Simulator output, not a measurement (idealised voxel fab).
process module | voxel wiring stack
cross-section cut | 190 nm wide | cells 5 nm
A cross-section is a grid of square cells, given in bands from the top down. A band is one or more rows of cells.
Each band's line starts with the height of the band's top and of its bottom, in nm. Then come its materials from left to right, each with its width in nm. One material with "throughout" fills the band from edge to edge. "air" is empty space.
Height 0 is the level under which the wafer as received is all one material. The lowest band goes on downwards, as in "0 down".
A width such as "30 to 40" changes by the same amount from each row of cells to the next, from the band's top row to its bottom row.
"no change" after a step means that no cell of the cross-section changed.
closed voids: empty space of 8 cells or more with no open way to the top, each as width x height at its distance from the left edge, in nm
after a step's settings: what the simulator itself notes on the step
overlay nm, on a step with a mask: how far to the right of its planned place the mask lay; to the left if negative
plan
1 op RECEIVE | material Si
2 op CONFORMAL_DEP | material SiO2 | thk nm 15
3 op CONFORMAL_DEP | material SiN | thk nm 5
4 op DIRECTIONAL_DEP | material SiO2 | thk nm 20
5 op PATTERN | tone open | mask id METAL_1 | material resist | width nm 25 | pitch nm 40 | thk nm 20 | overlay nm 0
6 op DIRECTIONAL_ETCH | etch materials SiO2 | depth nm 20
7 op DIRECTIONAL_ETCH | etch materials SiN | depth nm 5
8 op STRIP | etch materials resist
9 op CONFORMAL_DEP | material TiN | thk nm 5
10 op FILL_DEP | material W | thk nm 5
11 op CMP | height nm 40
12 op EPI | material Ru | thk nm 5
13 op FILL_DEP | material SiCN | thk nm 5
14 op DIRECTIONAL_DEP | material SiO2 | thk nm 30
15 op DIRECTIONAL_DEP | material aC | thk nm 10
16 op PATTERN | tone open | mask id METAL_2 | material resist | width nm 25 | pitch nm 40 | thk nm 30 | overlay nm 0
17 op DIRECTIONAL_ETCH | etch materials aC | depth nm 10
18 op STRIP | etch materials resist
19 op DIRECTIONAL_ETCH | etch materials SiO2 | depth nm 15
20 op STRIP | etch materials aC
21 op PATTERN | tone open | mask id METAL_2_HOLES | material resist | width nm 15 | thk nm 15 | overlay nm 0
22 op DIRECTIONAL_ETCH | etch materials SiO2 | depth nm 15
23 op DIRECTIONAL_ETCH | etch materials SiCN | depth nm 5
24 op STRIP | etch materials resist
25 op CONFORMAL_DEP | material TiN | thk nm 5
26 op FILL_DEP | material Ru | thk nm 10
27 op CMP | height nm 80
28 op CONFORMAL_DEP | material SiCN | thk nm 5
29 op DIRECTIONAL_DEP | material SiO2 | thk nm 15
30 op DIRECTIONAL_DEP | material aC | thk nm 15
31 op PATTERN | tone open | mask id PLUG_2 | material resist | width nm 15 | thk nm 35 | overlay nm -15
32 op DIRECTIONAL_ETCH | etch materials aC | depth nm 15
33 op STRIP | etch materials resist
34 op DIRECTIONAL_ETCH | etch materials SiO2 | depth nm 15
35 op DIRECTIONAL_ETCH | etch materials SiCN | depth nm 5
36 op STRIP | etch materials aC
37 op CONFORMAL_DEP | material TiN | thk nm 5
38 op FILL_DEP | material Ru | thk nm 5
39 op CMP | height nm 100
40 op DIRECTIONAL_DEP | material TiN | thk nm 5
41 op DIRECTIONAL_DEP | material W | thk nm 20
42 op PATTERN | tone cover | mask id METAL_3 | material resist | width nm 25 | pitch nm 40 | thk nm 20 | overlay nm 0
43 op DIRECTIONAL_ETCH | etch materials W | depth nm 20
44 op DIRECTIONAL_ETCH | etch materials TiN | depth nm 5
45 op STRIP | etch materials resist
46 op CONFORMAL_DEP | material SiN | thk nm 5
47 op FILL_DEP | material SiO2 | thk nm 5
48 op CMP | height nm 125
49 op CONFORMAL_DEP | material SiCN | thk nm 5
varied across the wafers: overlay nm of step 31. The plan shows the first wafer's value. All wafers start alike
first wafer as received, after step 1
  0 down: Si throughout
  closed voids: none
each wafer at the end: cells of each material gained (+) or lost (-) since it was received, then its closed voids
overlay nm -15 | +33 Ru | +132 SiCN | +72 SiN | +616 SiO2 | +71 TiN | +64 W | closed voids: none
overlay nm -10 | +33 Ru | +132 SiCN | +72 SiN | +616 SiO2 | +71 TiN | +64 W | closed voids: none
overlay nm -5 | +33 Ru | +132 SiCN | +72 SiN | +616 SiO2 | +71 TiN | +64 W | closed voids: none
overlay nm 0 | +33 Ru | +132 SiCN | +72 SiN | +616 SiO2 | +71 TiN | +64 W | closed voids: none
overlay nm 5 | +33 Ru | +132 SiCN | +72 SiN | +616 SiO2 | +71 TiN | +64 W | closed voids: none
overlay nm 10 | +33 Ru | +132 SiCN | +72 SiN | +616 SiO2 | +71 TiN | +64 W | closed voids: none
overlay nm 15 | +33 Ru | +132 SiCN | +72 SiN | +616 SiO2 | +71 TiN | +64 W | closed voids: none
